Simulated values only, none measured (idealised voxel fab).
Process module name: voxel spacer lines
cross-section cut | 290 nm wide | cells 5 nm
The cross-sections in this document take the form of a grid made of square cells. They are written out as bands, in order from top to bottom. Each band consists of one or more rows of cells. Heights first: top, then bottom, in nm. Then materials, left to right, each with a width in nm. "full width" on a single material: fills the band edge to edge. "air": empty space. It should be noted that heights are counted from 0, beneath which the wafer as supplied is of one material throughout, and that the lowest band possesses no lower boundary but continues downward, as written in "0 nm and below". It should be noted that a width expressed as "30->40" varies in equal increments from row to row of cells within the band, taking the value of the first number at the top row and that of the second number at the bottom row. A step reported as "changes: none" is a step in which no cell of the cross-section changed. If an empty space has no open way to the top and is at least 8 cells in size, "Enclosed void listing" lists it, written width x height at distance, where distance is measured from the left edge and every value is in nm. Step line, after settings: the simulator's comment on this step. A step line may carry the setting "overlay nm", which, for steps involving a mask, states the distance by which the mask lay to the right of its intended position; negative values denote displacement to the left.

## Process steps foreseen in the plan
1 RECEIVE | material Si
2 CONFORMAL_DEP | material Al2O3 | thk nm 10
3 DIRECTIONAL_DEP | material W | thk nm 15
4 DIRECTIONAL_DEP | material aC | thk nm 25
5 PATTERN | tone cover | mask id MANDREL | material resist | width nm 25 | pitch nm 80 | thk nm 30 | overlay nm -15
6 DIRECTIONAL_ETCH | etch materials aC | depth nm 25
7 STRIP | etch materials resist
8 CONFORMAL_DEP | material SiN | thk nm 15
9 DIRECTIONAL_ETCH | etch materials SiN | depth nm 15
10 STRIP | etch materials aC
11 DIRECTIONAL_ETCH | etch materials W | depth nm 15
12 STRIP | etch materials SiN
For clarity, it should be stated that the wafers under discussion commence in an identical condition and differ with respect to the overlay nm of step 5, the plan indicating the value that the first wafer had.

## Cross-section of the first of several wafers on receipt, reflecting completion of step 1
> 0 nm and below = Si full width
> Enclosed void listing: none

## Cross-section of the first of several wafers once the module has run through its last step, step 12
> 25 nm to 10 nm = 60 nm air | 15 nm W | 25 nm air | 15 nm W | 25 nm air | 15 nm W | 25 nm air | 15 nm W | 95 nm air
> 10 nm to 0 nm = Al2O3 full width
> 0 nm and below = Si full width
> Enclosed void listing: none

## Showing the last wafer in cross-section at the end of the module
> 25 nm to 10 nm = 90 nm air | 15 nm W | 25 nm air | 15 nm W | 25 nm air | 15 nm W | 25 nm air | 15 nm W | 65 nm air
> 10 nm to 0 nm = Al2O3 full width
> 0 nm and below = Si full width
> Enclosed void listing: none

## Every row in this table is a wafer at the end of the module, and it gives, for each of the materials, the cells that wafer has gained (+) or lost (-) since it was received, then its closed voids
overlay nm -15, +116 Al2O3, +36 W, Enclosed void listing: none
overlay nm -10, +116 Al2O3, +36 W, Enclosed void listing: none
overlay nm -5, +116 Al2O3, +36 W, Enclosed void listing: none
overlay nm 0, +116 Al2O3, +36 W, Enclosed void listing: none
overlay nm 5, +116 Al2O3, +36 W, Enclosed void listing: none
overlay nm 10, +116 Al2O3, +36 W, Enclosed void listing: none
overlay nm 15, +116 Al2O3, +36 W, Enclosed void listing: none
